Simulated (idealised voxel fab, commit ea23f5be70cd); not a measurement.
Process module under the name voxel quadruple lines
FYI the section here is cut, 205 nm wide, cells are 5 nm squares.
If you're reading a cross-section in this doc, picture square cells in a grid; it comes to you as bands, top ones listed first down to the bottom, and a band can be one or more rows of cells. The entry gives the band's vertical extent as a top height and a bottom height in nm, then its horizontal make-up as materials from left to right, each with a width in nm. "blank" stands for empty space; a single material marked "full width" fills the band edge to edge. Height 0 is the level under which the wafer as received is all one material. The lowest band goes on downwards, as in "0 nm and below". Graded width ("30..40"): value in top row of band = first number; value in bottom row = second number; row-to-row change constant. What does "remained the same" mean for a step? It means no cell of the cross-section changed in that step. "Trapped void list" specifies each empty space that is not open to the top and that occupies no fewer than 8 cells, using the form width x height at distance, the distance measured from the left edge and all three quantities in nm. On a step's line, text after the settings is the simulator commenting on that step. If you see "overlay nm" on a step's line and that step has a mask, it's telling you how far right of where it was planned the mask ended up; a negative number means it went left instead.

-- Intended process steps
| 1 | RECEIVE with material Si |
| 2 | CONFORMAL_DEP with material SiO2, thk nm 5 |
| 3 | DIRECTIONAL_DEP with material Ru, thk nm 15 |
| 4 | DIRECTIONAL_DEP with material polySi, thk nm 15 |
| 5 | DIRECTIONAL_DEP with material aC, thk nm 20 |
| 6 | PATTERN with tone cover, mask id MANDREL, material resist, width nm 15, thk nm 25, overlay nm 0 |
| 7 | DIRECTIONAL_ETCH with etch materials aC, depth nm 20 |
| 8 | STRIP with etch materials resist |
| 9 | CONFORMAL_DEP with material SiO2, thk nm 15 |
| 10 | DIRECTIONAL_ETCH with etch materials SiO2, depth nm 15 |
| 11 | STRIP with etch materials aC |
| 12 | DIRECTIONAL_ETCH with etch materials polySi, depth nm 15 |
| 13 | STRIP with etch materials SiO2 |
| 14 | CONFORMAL_DEP with material SiCN, thk nm 5 |
| 15 | DIRECTIONAL_ETCH with etch materials SiCN, depth nm 5 |
| 16 | STRIP with etch materials polySi |
| 17 | DIRECTIONAL_ETCH with etch materials Ru, depth nm 15 |
| 18 | STRIP with etch materials SiCN |
| 19 | FILL_DEP with material lowk, thk nm 5 |
| 20 | CMP with height nm 20 |
All wafers enter the flow in the same state. The width nm at step 6 differs from wafer to wafer, and the plan gives the value for the first wafer.

-- Step 1 complete: as-received cross-section of the first of several wafers
  0 nm and below = Si full width
  Trapped void list: none

-- First of several wafers: cross-section at the end of the module, after step 20, its last step
  20 nm to 5 nm = lowk=75 | Ru=5 | lowk=15 | Ru=5 | lowk=5 | Ru=5 | lowk=15 | Ru=5 | lowk=75
  5 nm to 0 nm = SiO2 full width
  0 nm and below = Si full width
  Trapped void list: none

-- End of module: cross-section, last of several wafers
  20 nm to 5 nm = lowk=65 | Ru=5 | lowk=15 | Ru=5 | lowk=30 | Ru=5 | lowk=15 | Ru=5 | lowk=60
  5 nm to 0 nm = SiO2 full width
  0 nm and below = Si full width
  Trapped void list: none

-- Every row in this table is a wafer at the end of the module, and it gives, for each of the materials, the cells that wafer has gained (+) or lost (-) since it was received, then its closed voids
width nm 15, +12 Ru, +41 SiO2, +111 lowk, Trapped void list: none
width nm 20, +12 Ru, +41 SiO2, +111 lowk, Trapped void list: none
width nm 25, +12 Ru, +41 SiO2, +111 lowk, Trapped void list: none
width nm 30, +12 Ru, +41 SiO2, +111 lowk, Trapped void list: none
width nm 35, +12 Ru, +41 SiO2, +111 lowk, Trapped void list: none
width nm 40, +12 Ru, +41 SiO2, +111 lowk, Trapped void list: none
